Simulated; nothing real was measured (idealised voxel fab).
Title: Process Module voxel ribs on slabs
Square cells of 5 nm make up the cross-section cut, whose width is 150 nm.
A cross-section is written here as square cells arranged in a grid, and it is given in bands from the top down, each band taking up one or more rows of cells. Heads up on the band format: heights come first, top then bottom, in nm. After that it's the materials left to right, each with its width in nm. A single material flagged "full width" fills the whole band edge to edge, and "blank" means there's empty space there. Beneath 0, the wafer as received is one material, and that level is where height counting begins. The lowest band goes on downward without a bottom; it is written like "z 0 and below". A width such as "30..40" changes by the same amount from each row of cells to the next, from the band's top row to its bottom row. You'll sometimes find "nothing got changed" written for a step, and that's the way of saying that nowhere in the cross-section did a cell change during that step. This entry, "Enclosed internal voids", enumerates those empty regions of no fewer than 8 cells that possess no open connection to the top. Each region is reported in the form width x height at distance, the distance being taken from the left edge, with all three quantities expressed in nm. The remark found on a step's line after its settings is issued by the simulator itself and pertains to that step. overlay nm: mask offset rightward from planned place, masked step; negative means leftward offset.
### plan
- 1: op RECEIVE | material Si
- 2: op DIRECTIONAL_DEP | material SiO2 | thk nm 20
- 3: op DIRECTIONAL_DEP | material polySi | thk nm 20
- 4: op MASKED_ETCH | tone cover | mask id RIB | width nm 15 | etch materials polySi | depth nm 5 | overlay nm 0
- 5: op DIRECTIONAL_DEP | material aC | thk nm 15
- 6: op PATTERN | tone cover | mask id SLAB | material resist | width nm 45 | thk nm 30 | overlay nm 0
- 7: op DIRECTIONAL_ETCH | etch materials aC | depth nm 15
- 8: op STRIP | etch materials resist
- 9: op DIRECTIONAL_ETCH | etch materials polySi | depth nm 15
- 10: op STRIP | etch materials aC
- 11: op FILL_DEP | material SiO2 | thk nm 20
- 12: op CMP | height nm 50
- 13: op DIRECTIONAL_DEP | material TiN | thk nm 10
- 14: op PATTERN | tone cover | mask id HEATER | material resist | width nm 25 | thk nm 15 | overlay nm 0
- 15: op DIRECTIONAL_ETCH | etch materials TiN | depth nm 10
- 16: op STRIP | etch materials resist
- 17: op CONFORMAL_DEP | material SiN | thk nm 10
### The cross-section here shows the wafer as received, i.e. in its state after step 1
* z 0 and below = Si full width
* Enclosed internal voids: none
### Module complete, cross-section. Starting point and plan per above. One mistake made in running the module
* z 70 to 60 = 50 nm blank  45 nm TiN  55 nm blank
* z 60 to 50 = TiN full width
* z 50 to 40 = SiO2 full width
* z 40 to 35 = 65 nm SiO2  15 nm polySi  70 nm SiO2
* z 35 to 20 = 50 nm SiO2  45 nm polySi  55 nm SiO2
* z 20 to 0 = SiO2 full width
* z 0 and below = Si full width
* Enclosed internal voids: none
Diagnosis: step 17, actual vs plan mismatch, actual run op CONFORMAL_DEP | material TiN | thk nm 10
